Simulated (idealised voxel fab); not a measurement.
A process module follows: voxel self aligned contacts.
The figure presents cross-section cut, which has a width of 185 nm and is divided into square cells with an edge length of 5 nm.
Just so we're on the same page, the cross-sections are grids of square cells, and they're listed out in bands top to bottom, each band one or more rows deep. Top, bottom (nm), then materials left to right with widths (nm); lone material tagged "throughout" fills the whole band edge to edge; "empty" = empty space. Heights are reckoned from 0. Under this level, the received wafer is all of one material. The bottommost band is open-ended downward, for example "0 down". Width: "30 to 40" (first number = top row, second number = bottom row, same change from row to row of cells). Basically "stayed the same" means that step didn't change any cell in the cross-section. Listed in "Closed cavities": every empty space of 8 or more cells without an open way to the top. Form: width x height at distance, the distance being from the left edge, all in nm. It should be noted that, on the line of a given step, the content following the step's settings is a remark produced by the simulator itself with respect to that step. overlay nm: for a step with a mask, the amount by which the mask lay right of where it was planned; a negative amount means left of it.

## So here's the lineup of process steps we planned
1 RECEIVE [material Si]
2 CONFORMAL_DEP [material SiO2] [thk nm 5]
3 DIRECTIONAL_DEP [material polySi] [thk nm 25]
4 DIRECTIONAL_DEP [material SiN] [thk nm 25]
5 DIRECTIONAL_DEP [material aC] [thk nm 15]
6 PATTERN [tone cover] [mask id GATE] [material resist] [width nm 35] [pitch nm 70] [thk nm 30] [overlay nm 0]
7 DIRECTIONAL_ETCH [etch materials aC] [depth nm 15]
8 STRIP [etch materials resist]
9 DIRECTIONAL_ETCH [etch materials SiN] [depth nm 25]
10 DIRECTIONAL_ETCH [etch materials polySi] [depth nm 25]
11 STRIP [etch materials aC]
12 CONFORMAL_DEP [material SiN] [thk nm 10]
13 DIRECTIONAL_ETCH [etch materials SiN] [depth nm 10]
14 FILL_DEP [material SiO2] [thk nm 10]
15 CMP [height nm 60]
16 PATTERN [tone open] [mask id CONTACT] [material resist] [width nm 55] [thk nm 20] [overlay nm 0]
17 DIRECTIONAL_ETCH [etch materials SiO2] [depth nm 60]
18 STRIP [etch materials resist]
19 CONFORMAL_DEP [material TiN] [thk nm 5]
20 FILL_DEP [material W] [thk nm 5]
21 CMP [height nm 60]
22 CONFORMAL_DEP [material SiCN] [thk nm 5]

## First wafer out of two, processed as planned

## Shown in cross-section is the wafer as received, that is, as it stands after step 1
- 0 down | Si throughout
- Closed cavities: none

## You're looking at a cross-section of the wafer after step 2
- 5 to 0 | SiO2 throughout
- Below 0, the layers are the same as they were.

## You're looking at a cross-section of the wafer after step 3
- 30 to 5 | polySi throughout
- Below 5, the layers are the same as they were.

## You're looking at a cross-section of the wafer after step 4
- 55 to 30 | SiN throughout
- Below 30, the layers are the same as they were.

## You're looking at a cross-section of the wafer after step 5
- 70 to 55 | aC throughout
- Below 55, the layers are the same as they were.

## You're looking at a cross-section of the wafer after step 6
- 100 to 70 | empty: 40, resist: 35, empty: 35, resist: 35, empty: 40
- Below 70, the layers are the same as they were.

## You're looking at a cross-section of the wafer after step 7
- 85 to 70 | empty: 40, resist: 35, empty: 35, resist: 35, empty: 40
- 70 to 55 | empty: 40, aC: 35, empty: 35, aC: 35, empty: 40
- Below 55, the layers are the same as they were.

## You're looking at a cross-section of the wafer after step 8
- 70 to 55 | empty: 40, aC: 35, empty: 35, aC: 35, empty: 40
- Below 55, the layers are the same as they were.

## You're looking at a cross-section of the wafer after step 9
- 70 to 55 | empty: 40, aC: 35, empty: 35, aC: 35, empty: 40
- 55 to 30 | empty: 40, SiN: 35, empty: 35, SiN: 35, empty: 40
- Below 30, the layers are the same as they were.

## You're looking at a cross-section of the wafer after step 10
- 70 to 55 | empty: 40, aC: 35, empty: 35, aC: 35, empty: 40
- 55 to 30 | empty: 40, SiN: 35, empty: 35, SiN: 35, empty: 40
- 30 to 5 | empty: 40, polySi: 35, empty: 35, polySi: 35, empty: 40
- Below 5, the layers are the same as they were.

## You're looking at a cross-section of the wafer after step 11
- 55 to 30 | empty: 40, SiN: 35, empty: 35, SiN: 35, empty: 40
- Below 30, the layers are the same as they were.

## You're looking at a cross-section of the wafer after step 12
- 65 to 30 | empty: 30, SiN: 55, empty: 15, SiN: 55, empty: 30
- 30 to 15 | empty: 30, SiN: 10, polySi: 35, SiN: 10, empty: 15, SiN: 10, polySi: 35, SiN: 10, empty: 30
- 15 to 5 | SiN: 40, polySi: 35, SiN: 35, polySi: 35, SiN: 40
- Below 5, the layers are the same as they were.

## You're looking at a cross-section of the wafer after step 13
- 55 to 30 | empty: 30, SiN: 55, empty: 15, SiN: 55, empty: 30
- 30 to 5 | empty: 30, SiN: 10, polySi: 35, SiN: 10, empty: 15, SiN: 10, polySi: 35, SiN: 10, empty: 30
- Below 5, the layers are the same as they were.

## You're looking at a cross-section of the wafer after step 14
- 65 to 55 | SiO2 throughout
- 55 to 30 | SiO2: 30, SiN: 55, SiO2: 15, SiN: 55, SiO2: 30
- 30 to 5 | SiO2: 30, SiN: 10, polySi: 35, SiN: 10, SiO2: 15, SiN: 10, polySi: 35, SiN: 10, SiO2: 30
- Below 5, the layers are the same as they were.

## You're looking at a cross-section of the wafer after step 15
- 60 to 55 | SiO2 throughout
- Below 55, the layers are the same as they were.

## You're looking at a cross-section of the wafer after step 16
- 80 to 60 | resist: 65, empty: 55, resist: 65
- Below 60, the layers are the same as they were.

## You're looking at a cross-section of the wafer after step 17
- 80 to 60 | resist: 65, empty: 55, resist: 65
- 60 to 55 | SiO2: 65, empty: 55, SiO2: 65
- 55 to 30 | SiO2: 30, SiN: 55, empty: 15, SiN: 55, SiO2: 30
- 30 to 5 | SiO2: 30, SiN: 10, polySi: 35, SiN: 10, empty: 15, SiN: 10, polySi: 35, SiN: 10, SiO2: 30
- 5 to 0 | SiO2: 85, empty: 15, SiO2: 85
- Below 0, the layers are the same as they were.

## You're looking at a cross-section of the wafer after step 18
- 60 to 55 | SiO2: 65, empty: 55, SiO2: 65
- Below 55, the layers are the same as they were.

## You're looking at a cross-section of the wafer after step 19
- 65 to 60 | TiN: 70, empty: 45, TiN: 70
- 60 to 55 | SiO2: 65, TiN: 25, empty: 5, TiN: 25, SiO2: 65
- 55 to 30 | SiO2: 30, SiN: 55, TiN: 5, empty: 5, TiN: 5, SiN: 55, SiO2: 30
- 30 to 5 | SiO2: 30, SiN: 10, polySi: 35, SiN: 10, TiN: 5, empty: 5, TiN: 5, SiN: 10, polySi: 35, SiN: 10, SiO2: 30
- 5 to 0 | SiO2: 85, TiN: 15, SiO2: 85
- Below 0, the layers are the same as they were.

## You're looking at a cross-section of the wafer after step 20
- 70 to 65 | W throughout
- 65 to 60 | TiN: 70, W: 45, TiN: 70
- 60 to 55 | SiO2: 65, TiN: 25, W: 5, TiN: 25, SiO2: 65
- 55 to 30 | SiO2: 30, SiN: 55, TiN: 5, W: 5, TiN: 5, SiN: 55, SiO2: 30
- 30 to 5 | SiO2: 30, SiN: 10, polySi: 35, SiN: 10, TiN: 5, W: 5, TiN: 5, SiN: 10, polySi: 35, SiN: 10, SiO2: 30
- Below 5, the layers are the same as they were.

## You're looking at a cross-section of the wafer after step 21
- 60 to 55 | SiO2: 65, TiN: 25, W: 5, TiN: 25, SiO2: 65
- Below 55, the layers are the same as they were.

## You're looking at a cross-section of the wafer after step 22
- 65 to 60 | SiCN throughout
- Below 60, the layers are the same as they were.

## It is to be noted that the second wafer proceeded from the same initial state and according to the same plan as the first, although one mistake was committed in its execution; through step 11, inclusive, the two wafers share an identical history

## At the planned end of step 12, the second wafer in cross-section
- 45 to 30 | empty: 40, SiN: 35, empty: 35, SiN: 35, empty: 40
- Below 30, the layers are the same as they were.

## At the planned end of step 13, the second wafer in cross-section
- 55 to 30 | empty: 30, SiN: 55, empty: 15, SiN: 55, empty: 30
- 30 to 15 | empty: 30, SiN: 10, polySi: 35, SiN: 10, empty: 15, SiN: 10, polySi: 35, SiN: 10, empty: 30
- 15 to 5 | SiN: 40, polySi: 35, SiN: 35, polySi: 35, SiN: 40
- Below 5, the layers are the same as they were.

## At the planned end of step 14, the second wafer in cross-section
- 65 to 55 | SiO2 throughout
- 55 to 30 | SiO2: 30, SiN: 55, SiO2: 15, SiN: 55, SiO2: 30
- 30 to 15 | SiO2: 30, SiN: 10, polySi: 35, SiN: 10, SiO2: 15, SiN: 10, polySi: 35, SiN: 10, SiO2: 30
- Below 15, the layers are the same as they were.

## At the planned end of step 15, the second wafer in cross-section
- 60 to 55 | SiO2 throughout
- Below 55, the layers are the same as they were.

## At the planned end of step 16, the second wafer in cross-section
- 80 to 60 | resist: 65, empty: 55, resist: 65
- Below 60, the layers are the same as they were.

## At the planned end of step 17, the second wafer in cross-section
- 80 to 60 | resist: 65, empty: 55, resist: 65
- 60 to 55 | SiO2: 65, empty: 55, SiO2: 65
- 55 to 30 | SiO2: 30, SiN: 55, empty: 15, SiN: 55, SiO2: 30
- 30 to 15 | SiO2: 30, SiN: 10, polySi: 35, SiN: 10, empty: 15, SiN: 10, polySi: 35, SiN: 10, SiO2: 30
- Below 15, the layers are the same as they were.

## At the planned end of step 18, the second wafer in cross-section
- 60 to 55 | SiO2: 65, empty: 55, SiO2: 65
- Below 55, the layers are the same as they were.

## At the planned end of step 19, the second wafer in cross-section
- 65 to 60 | TiN: 70, empty: 45, TiN: 70
- 60 to 55 | SiO2: 65, TiN: 25, empty: 5, TiN: 25, SiO2: 65
- 55 to 30 | SiO2: 30, SiN: 55, TiN: 5, empty: 5, TiN: 5, SiN: 55, SiO2: 30
- 30 to 20 | SiO2: 30, SiN: 10, polySi: 35, SiN: 10, TiN: 5, empty: 5, TiN: 5, SiN: 10, polySi: 35, SiN: 10, SiO2: 30
- 20 to 15 | SiO2: 30, SiN: 10, polySi: 35, SiN: 10, TiN: 15, SiN: 10, polySi: 35, SiN: 10, SiO2: 30
- Below 15, the layers are the same as they were.

## At the planned end of step 20, the second wafer in cross-section
- 70 to 65 | W throughout
- 65 to 60 | TiN: 70, W: 45, TiN: 70
- 60 to 55 | SiO2: 65, TiN: 25, W: 5, TiN: 25, SiO2: 65
- 55 to 30 | SiO2: 30, SiN: 55, TiN: 5, W: 5, TiN: 5, SiN: 55, SiO2: 30
- 30 to 20 | SiO2: 30, SiN: 10, polySi: 35, SiN: 10, TiN: 5, W: 5, TiN: 5, SiN: 10, polySi: 35, SiN: 10, SiO2: 30
- Below 20, the layers are the same as they were.

## At the planned end of step 21, the second wafer in cross-section
- 60 to 55 | SiO2: 65, TiN: 25, W: 5, TiN: 25, SiO2: 65
- Below 55, the layers are the same as they were.

## At the planned end of step 22, the second wafer in cross-section
- 65 to 60 | SiCN throughout
- Below 60, the layers are the same as they were.
Against the plan, the run slipped here: steps 12 and 13 of the plan were run in the wrong order, each in the other's place
Per the end-of-run cell counts, the second wafer holds more or fewer of some materials than the first: SiN +30; SiO2 -21; TiN -6; W -3
